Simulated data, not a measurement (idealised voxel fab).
process module | voxel gate over fins
cross-section cut | 155 nm wide | cells 5 nm
A cross-section is a grid of square cells, given in bands from the top down. A band is one or more rows of cells.
Each band's line starts with the height of the band's top and of its bottom, in nm. Then come its materials from left to right, each with its width in nm. One material with "throughout" fills the band from edge to edge. "air" is empty space.
Height 0 is the level under which the wafer as received is all one material. The lowest band goes on downwards, as in "0 down".
A width such as "30 to 40" changes by the same amount from each row of cells to the next, from the band's top row to its bottom row.
"no change" after a step means that no cell of the cross-section changed.
closed voids: empty space of 8 cells or more with no open way to the top, each as width x height at its distance from the left edge, in nm
after a step's settings: what the simulator itself notes on the step
overlay nm, on a step with a mask: how far to the right of its planned place the mask lay; to the left if negative
plan
1 op RECEIVE | material Si
2 op CONFORMAL_DEP | material SiN | thk nm 10
3 op MASKED_ETCH | tone cover | mask id FINS | width nm 15 | pitch nm 55 | etch materials SiN | depth nm 10 | overlay nm 0
4 op MASKED_ETCH | tone cover | mask id FINS | width nm 15 | pitch nm 55 | etch materials Si | depth nm 35 | overlay nm 0
5 op FILL_DEP | material SiO2 | thk nm 15
6 op CMP | height nm 10
7 op DIRECTIONAL_DEP | material aC | thk nm 10
8 op PATTERN | tone open | mask id RAIL | material resist | width nm 15 | thk nm 25 | overlay nm 0
9 op DIRECTIONAL_ETCH | etch materials aC | depth nm 10
10 op STRIP | etch materials resist
11 op DIRECTIONAL_ETCH | etch materials SiO2 | depth nm 40
12 op STRIP | etch materials aC
13 op CONFORMAL_DEP | material TiN | thk nm 5
14 op FILL_DEP | material Ru | thk nm 10
15 op CMP | height nm 10
16 op SELECTIVE_ETCH | etch materials W Ru TiN | depth nm 30
17 op FILL_DEP | material SiO2 | thk nm 5
18 op CMP | height nm 10
19 op SELECTIVE_ETCH | etch materials SiO2 | depth nm 25
20 op STRIP | etch materials SiN
21 op CONFORMAL_DEP | material HfO2 | thk nm 5
22 op CONFORMAL_DEP | material TiN | thk nm 5
23 op CONFORMAL_DEP | material TiAl | thk nm 5
24 op CONFORMAL_DEP | material TiN | thk nm 5
25 op FILL_DEP | material W | thk nm 10
26 op CMP | height nm 25
27 op CONFORMAL_DEP | material SiCN | thk nm 10
as received, after step 1
  0 down: Si throughout
  closed voids: none
a wafer at the end: this start, this plan, one mistake
  35 to 25: SiCN throughout
  25 to 20: TiAl throughout
  20 to 15: TiN throughout
  15 to 0: HfO2 45 | TiN 10 | HfO2 45 | TiN 10 | HfO2 45
  0 to -15: HfO2 15 | Si 15 | HfO2 40 | Si 15 | HfO2 40 | Si 15 | HfO2 15
  -15 to -20: SiO2 15 | Si 15 | SiO2 40 | Si 15 | SiO2 40 | Si 15 | SiO2 15
  -20 to -25: SiO2 15 | Si 15 | SiO2 10 | TiN 5 | Ru 5 | TiN 5 | SiO2 15 | Si 15 | SiO2 40 | Si 15 | SiO2 15
  -25 to -30: SiO2 15 | Si 15 | SiO2 10 | TiN 15 | SiO2 15 | Si 15 | SiO2 40 | Si 15 | SiO2 15
  -30 to -35: SiO2 15 | Si 15 | SiO2 40 | Si 15 | SiO2 40 | Si 15 | SiO2 15
  -35 down: Si throughout
  closed voids: none
what went wrong: step 21 ran as: op CONFORMAL_DEP | material HfO2 | thk nm 15
